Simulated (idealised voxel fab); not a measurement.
Herein follows the process module entitled voxel capacitor over wiring.
Square cells of 5 nm make up the cross-section cut, whose width is 275 nm.
The cross-sections in this document take the form of a grid made of square cells. They are written out as bands, in order from top to bottom. Each band consists of one or more rows of cells. Band: top height; bottom height; in nm. Then, left to right: material with width in nm, for each material. "all across": a single material spanning edge to edge. "empty": empty space. Measure heights from 0. That's the level where, below it, the as-received wafer is all one material. The lowest band is bottomless and extends downward; write it as in "0 -> down". A two-number width, for instance "30 to 40", indicates that the width is equal to the first number in the top row of the band and to the second number in the bottom row, and that it changes by a constant amount per row of cells. You'll sometimes find "nothing changed" written for a step, and that's the way of saying that nowhere in the cross-section did a cell change during that step. Under "Voids, sealed" you'll find the enclosed gaps, the ones with no way out to the top, that are 8 cells or bigger; each reads width x height at distance, with distance counted from the left edge, everything in nm. That trailing text on a step's line, after the settings, is the simulator's own remark on the step. overlay nm: step with mask; distance mask lay right of planned place; negative value = left of planned place.

[So here's the lineup of process steps we planned]
1 RECEIVE with material Si
2 CONFORMAL_DEP with material SiO2, thk nm 10
3 DIRECTIONAL_DEP with material TiN, thk nm 5
4 DIRECTIONAL_DEP with material W, thk nm 20
5 PATTERN with tone cover, mask id METAL_1, material resist, width nm 30, pitch nm 95, thk nm 15, overlay nm 0
6 DIRECTIONAL_ETCH with etch materials W, depth nm 20
7 DIRECTIONAL_ETCH with etch materials TiN, depth nm 5
8 STRIP with etch materials resist
9 FILL_DEP with material lowk, thk nm 10
10 CMP with height nm 35
11 CONFORMAL_DEP with material SiCN, thk nm 5
12 DIRECTIONAL_DEP with material lowk, thk nm 10
13 DIRECTIONAL_DEP with material aC, thk nm 15
14 PATTERN with tone open, mask id PLUG_1, material resist, width nm 15, thk nm 35, overlay nm 0
15 DIRECTIONAL_ETCH with etch materials aC, depth nm 15
16 STRIP with etch materials resist
17 DIRECTIONAL_ETCH with etch materials lowk, depth nm 10
18 DIRECTIONAL_ETCH with etch materials SiCN, depth nm 5
19 STRIP with etch materials aC
20 EPI with material Ru, thk nm 10
21 EPI with material Ru, thk nm 5
22 DIRECTIONAL_DEP with material TiN, thk nm 10
23 DIRECTIONAL_DEP with material SiN, thk nm 5
24 DIRECTIONAL_DEP with material TiN, thk nm 5
25 MASKED_ETCH with tone cover, mask id UPPER_PLATE, width nm 70, etch materials TiN, depth nm 5, overlay nm 0
26 MASKED_ETCH with tone cover, mask id UPPER_PLATE, width nm 70, etch materials SiN, depth nm 5, overlay nm 0
27 MASKED_ETCH with tone cover, mask id LOWER_PLATE, width nm 80, etch materials TiN, depth nm 10, overlay nm 0
28 FILL_DEP with material SiO2, thk nm 15
29 CMP with height nm 80
30 DIRECTIONAL_DEP with material aC, thk nm 10
31 PATTERN with tone open, mask id PLUG_2, material resist, width nm 15, thk nm 25, overlay nm 0
32 DIRECTIONAL_ETCH with etch materials aC, depth nm 10
33 STRIP with etch materials resist
34 DIRECTIONAL_ETCH with etch materials SiO2, depth nm 10
35 STRIP with etch materials aC
36 CONFORMAL_DEP with material TiN, thk nm 5
37 FILL_DEP with material Cu, thk nm 10
38 CMP with height nm 80
39 CONFORMAL_DEP with material SiCN, thk nm 5

[Cross-section of the incoming wafer, state after step 1]
* 0 -> down  Si all across
* Voids, sealed: none

[Module complete - cross-section of the first of two wafers, run according to plan]
* 85 -> 80  SiCN all across
* 80 -> 75  SiO2 (100); TiN (5); Cu (5); TiN (5); SiO2 (160)
* 75 -> 65  SiO2 (100 to 90); TiN (15 to 70); SiO2 (160 to 115)
* 65 -> 60  SiO2 (90); SiN (70); SiO2 (115)
* 60 -> 50  SiO2 (85); TiN (80); SiO2 (110)
* 50 -> 40  lowk (90); Ru (15); lowk (170)
* 40 -> 35  SiCN (90); Ru (15); SiCN (170)
* 35 -> 15  lowk (75); W (30); lowk (65); W (30); lowk (75)
* 15 -> 10  lowk (75); TiN (30); lowk (65); TiN (30); lowk (75)
* 10 -> 0  SiO2 all across
* 0 -> down  Si all across
* Voids, sealed: none

[So this is wafer number two of the two, cut at the end of the module - it started where the first did and had the same plan, we just got one thing wrong running it]
* 85 -> 80  SiCN all across
* 80 -> 75  SiO2 (100); TiN (5); Cu (5); TiN (5); SiO2 (160)
* 75 -> 70  SiO2 (100); TiN (15); SiO2 (160)
* 70 -> 65  SiO2 (90); TiN (15); SiO2 (50); TiN (5); SiO2 (115)
* 65 -> 60  SiO2 (90); SiN (15); SiO2 (50); SiN (5); SiO2 (115)
* 60 -> 55  SiO2 (85); TiN (20); SiO2 (50); TiN (10); SiO2 (110)
* 55 -> 50  SiO2 (85); TiN (80); SiO2 (110)
* 50 -> 45  SiO2 (60); Ru (30); lowk (15); SiN (50); Ru (60); SiO2 (60)
* 45 -> 40  SiO2 (60); Ru (30); lowk (15); TiN (50); Ru (60); SiO2 (60)
* 40 -> 35  SiO2 (60); Ru (30); SiCN (15); TiN (50); Ru (60); SiO2 (60)
* 35 -> 15  lowk (75); W (30); lowk (65); W (30); lowk (75)
* 15 -> 10  lowk (75); TiN (30); lowk (65); TiN (30); lowk (75)
* 10 -> 0  SiO2 all across
* 0 -> down  Si all across
* Voids, sealed: none
Here's what went sideways: note that step 14 departed from the planned setting and was carried out as PATTERN with tone cover, mask id PLUG_1, material resist, width nm 15, thk nm 35, overlay nm 0
Once processing is complete, comparing cell counts shows that the second wafer has more or fewer of certain materials than the first: Ru: 45 more | SiCN: 49 fewer | SiO2: 102 more | lowk: 98 fewer
